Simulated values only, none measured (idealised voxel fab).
process module | voxel gate over fins
This is section cut - it's 265 nm across, gridded in 5 nm square cells.
Cross-section format: a grid of square cells, given as bands from top to bottom; each band is one or more rows of cells.
Each band's line starts with the height of the band's top and of its bottom, in nm. Then come its materials from left to right, each with its width in nm. One material with "all across" fills the band from edge to edge. "empty" is empty space.
A quick word on heights: they are counted from 0, and under that level the wafer as it came to us is one material throughout. The lowest band is different from the rest in having no bottom; it simply continues downward, written as in "z 0 and below".
A width given as "30 to 40" starts at the first number in the band's top row and ends at the second number in its bottom row, shifting by an equal amount at every step from row to row.
"no change occurred" means the step left every cell of the cross-section as it was.
"Enclosed internal voids" means: voids of 8 cells or more that are shut off from the top with no open way through. Written width x height at distance, distance from the left edge, in nm.
Read whatever lies past the settings on a step's line as the simulator's own remark about the step.
The "overlay nm" setting may appear on a step's line; for a step that uses a mask, it gives how far to the right of its planned position the mask lay, and a negative value indicates the left.
Below is the list of planned process steps:
1) RECEIVE | material Si
2) CONFORMAL_DEP | material SiN | thk nm 10
3) DIRECTIONAL_DEP | material aC | thk nm 10
4) PATTERN | tone cover | mask id FINS | material resist | width nm 15 | pitch nm 50 | thk nm 25 | overlay nm 0
5) DIRECTIONAL_ETCH | etch materials aC | depth nm 10
6) STRIP | etch materials resist
7) DIRECTIONAL_ETCH | etch materials SiN | depth nm 10
8) DIRECTIONAL_ETCH | etch materials Si | depth nm 30
9) STRIP | etch materials aC
10) FILL_DEP | material SiO2 | thk nm 15
11) CMP | height nm 10
12) PATTERN | tone open | mask id RAIL | material resist | width nm 15 | thk nm 20 | overlay nm 0
13) DIRECTIONAL_ETCH | etch materials SiO2 | depth nm 35
14) STRIP | etch materials resist
15) CONFORMAL_DEP | material TiN | thk nm 5
16) FILL_DEP | material Ru | thk nm 5
17) CMP | height nm 10
18) SELECTIVE_ETCH | etch materials W Ru TiN | depth nm 25
19) FILL_DEP | material SiO2 | thk nm 5
20) CMP | height nm 10
21) SELECTIVE_ETCH | etch materials SiO2 | depth nm 20
22) STRIP | etch materials SiN
23) CONFORMAL_DEP | material HfO2 | thk nm 5
24) CONFORMAL_DEP | material TiN | thk nm 5
25) CONFORMAL_DEP | material TiAl | thk nm 5
26) CONFORMAL_DEP | material TiN | thk nm 5
27) FILL_DEP | material W | thk nm 10
28) CMP | height nm 25
29) CONFORMAL_DEP | material SiN | thk nm 5
As-received state of the wafer in cross-section, equivalent to post-step 1:
	z 0 and below = Si all across
	Enclosed internal voids: none
Run as planned - first of the two wafers cross-sectioned at the end of the module:
	z 30 to 25 = SiN all across
	z 25 to 20 = W all across
	z 20 to 15 = 55 W; 155 TiN; 55 W
	z 15 to 10 = 55 W; 5 TiN; 45 TiAl; 5 TiN; 45 TiAl; 5 TiN; 45 TiAl; 5 TiN; 55 W
	z 10 to 5 = 60 TiN; 5 TiAl; 35 TiN; 5 TiAl; 5 TiN; 5 TiAl; 35 TiN; 5 TiAl; 5 TiN; 5 TiAl; 35 TiN; 5 TiAl; 60 TiN
	z 5 to 0 = 65 TiAl; 5 TiN; 25 HfO2; 5 TiN; 15 TiAl; 5 TiN; 25 HfO2; 5 TiN; 15 TiAl; 5 TiN; 25 HfO2; 5 TiN; 65 TiAl
	z 0 to -5 = 70 TiN; 5 HfO2; 15 Si; 5 HfO2; 25 TiN; 5 HfO2; 15 Si; 5 HfO2; 25 TiN; 5 HfO2; 15 Si; 5 HfO2; 70 TiN
	z -5 to -10 = 75 HfO2; 15 Si; 35 HfO2; 15 Si; 35 HfO2; 15 Si; 75 HfO2
	z -10 to -15 = 75 SiO2; 15 Si; 35 SiO2; 15 Si; 35 SiO2; 15 Si; 75 SiO2
	z -15 to -20 = 75 SiO2; 15 Si; 10 SiO2; 5 TiN; 5 Ru; 5 TiN; 10 SiO2; 15 Si; 35 SiO2; 15 Si; 75 SiO2
	z -20 to -25 = 75 SiO2; 15 Si; 10 SiO2; 15 TiN; 10 SiO2; 15 Si; 35 SiO2; 15 Si; 75 SiO2
	z -25 to -30 = 75 SiO2; 15 Si; 35 SiO2; 15 Si; 35 SiO2; 15 Si; 75 SiO2
	z -30 and below = Si all across
	Enclosed internal voids: none
What the second wafer looks like in cross-section once the module is done. Its start and its plan matched the first wafer's exactly; what differed was one mistake in how it was run:
	z 30 to 25 = SiN all across
	z 25 to 15 = W all across
	z 15 to 10 = 60 W; 45 TiN; 5 W; 45 TiN; 5 W; 45 TiN; 60 W
	z 10 to 5 = 60 W; 5 TiN; 35 TiAl; 5 TiN; 5 W; 5 TiN; 35 TiAl; 5 TiN; 5 W; 5 TiN; 35 TiAl; 5 TiN; 60 W
	z 5 to 0 = 65 TiN; 5 TiAl; 25 HfO2; 5 TiAl; 15 TiN; 5 TiAl; 25 HfO2; 5 TiAl; 15 TiN; 5 TiAl; 25 HfO2; 5 TiAl; 65 TiN
	z 0 to -5 = 70 TiAl; 5 HfO2; 15 Si; 5 HfO2; 25 TiAl; 5 HfO2; 15 Si; 5 HfO2; 25 TiAl; 5 HfO2; 15 Si; 5 HfO2; 70 TiAl
	z -5 to -10 = 75 HfO2; 15 Si; 35 HfO2; 15 Si; 35 HfO2; 15 Si; 75 HfO2
	z -10 to -15 = 75 SiO2; 15 Si; 35 SiO2; 15 Si; 35 SiO2; 15 Si; 75 SiO2
	z -15 to -20 = 75 SiO2; 15 Si; 10 SiO2; 5 TiN; 5 Ru; 5 TiN; 10 SiO2; 15 Si; 35 SiO2; 15 Si; 75 SiO2
	z -20 to -25 = 75 SiO2; 15 Si; 10 SiO2; 15 TiN; 10 SiO2; 15 Si; 35 SiO2; 15 Si; 75 SiO2
	z -25 to -30 = 75 SiO2; 15 Si; 35 SiO2; 15 Si; 35 SiO2; 15 Si; 75 SiO2
	z -30 and below = Si all across
	Enclosed internal voids: none
Deviation from plan: plan step 24 skipped
Looking at both finished wafers in cells, the second ends up ahead of or behind the first on some materials: -61 TiN | +61 W
